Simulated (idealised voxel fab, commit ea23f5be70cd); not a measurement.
Process module name: voxel gate over fins
FYI the section here is cut, 220 nm wide, cells are 5 nm squares.
In this document a cross-section is written as a grid of square cells. It is given as a series of bands, listed from the top down, and a band is one or more rows of cells.
This entry defines a band. It first specifies the height of the band's top and the height of its bottom in nm, and then specifies the band's materials from left to right, stating each material with its width in nm. The word "throughout" identifies a single material that fills the band from edge to edge, while the word "empty" identifies empty space.
Note: height 0 marks the level under which the wafer is uniformly one material as received. Lowest band unbounded below, written "0 -> down".
Width: "30->40" (first number = top row, second number = bottom row, same change from row to row of cells).
Any step labelled "no alteration" changed none of the cells in the cross-section.
Enclosed voids (no open way to top), threshold 8 cells or more, entry "Voids lacking openings", notation width x height at distance, distance from left edge, nm.
Text after the settings on a step's line: the simulator's own remark on that step.
The setting "overlay nm" may be written on the line of a step. When the step uses a mask, the value reports how far to the right of the planned place the mask lay, and a negative value reports that it lay to the left.
PROCESS STEPS - PLAN
1) RECEIVE: material Si
2) CONFORMAL_DEP: material SiN, thk nm 5
3) MASKED_ETCH: tone cover, mask id FINS, width nm 15, pitch nm 45, etch materials SiN, depth nm 5, overlay nm 0
4) MASKED_ETCH: tone cover, mask id FINS, width nm 15, pitch nm 45, etch materials Si, depth nm 30, overlay nm 0
5) FILL_DEP: material SiO2, thk nm 15
6) CMP: height nm 5
7) SELECTIVE_ETCH: etch materials SiO2, depth nm 20
8) STRIP: etch materials SiN
9) CONFORMAL_DEP: material HfO2, thk nm 5
10) CONFORMAL_DEP: material TiN, thk nm 5
11) FILL_DEP: material W, thk nm 15
12) CMP: height nm 20
13) CONFORMAL_DEP: material SiN, thk nm 5
CROSS-SECTION, INCOMING MATERIAL, AFTER STEP 1
0 -> down | Si throughout
Voids lacking openings: none
FINAL CROSS-SECTION, MODULE RUN WITH ONE MISTAKE (START AND PLAN AS ABOVE)
25 -> 20 | SiN throughout
20 -> 10 | W throughout
10 -> 5 | 25 of W / 35 of TiN / 10 of W / 35 of TiN / 10 of W / 35 of TiN / 10 of W / 35 of TiN / 25 of W
5 -> 0 | 25 of W / 5 of TiN / 25 of HfO2 / 5 of TiN / 10 of W / 5 of TiN / 25 of HfO2 / 5 of TiN / 10 of W / 5 of TiN / 25 of HfO2 / 5 of TiN / 10 of W / 5 of TiN / 25 of HfO2 / 5 of TiN / 25 of W
0 -> -5 | 25 of W / 5 of TiN / 5 of HfO2 / 15 of Si / 5 of HfO2 / 5 of TiN / 10 of W / 5 of TiN / 5 of HfO2 / 15 of Si / 5 of HfO2 / 5 of TiN / 10 of W / 5 of TiN / 5 of HfO2 / 15 of Si / 5 of HfO2 / 5 of TiN / 10 of W / 5 of TiN / 5 of HfO2 / 15 of Si / 5 of HfO2 / 5 of TiN / 25 of W
-5 -> -10 | 30 of TiN / 5 of HfO2 / 15 of Si / 5 of HfO2 / 20 of TiN / 5 of HfO2 / 15 of Si / 5 of HfO2 / 20 of TiN / 5 of HfO2 / 15 of Si / 5 of HfO2 / 20 of TiN / 5 of HfO2 / 15 of Si / 5 of HfO2 / 30 of TiN
-10 -> -15 | 35 of HfO2 / 15 of Si / 30 of HfO2 / 15 of Si / 30 of HfO2 / 15 of Si / 30 of HfO2 / 15 of Si / 35 of HfO2
-15 -> -60 | 35 of SiO2 / 15 of Si / 30 of SiO2 / 15 of Si / 30 of SiO2 / 15 of Si / 30 of SiO2 / 15 of Si / 35 of SiO2
-60 -> down | Si throughout
Voids lacking openings: none
Deviation noted in wafer processing: plan step 4 ran twice
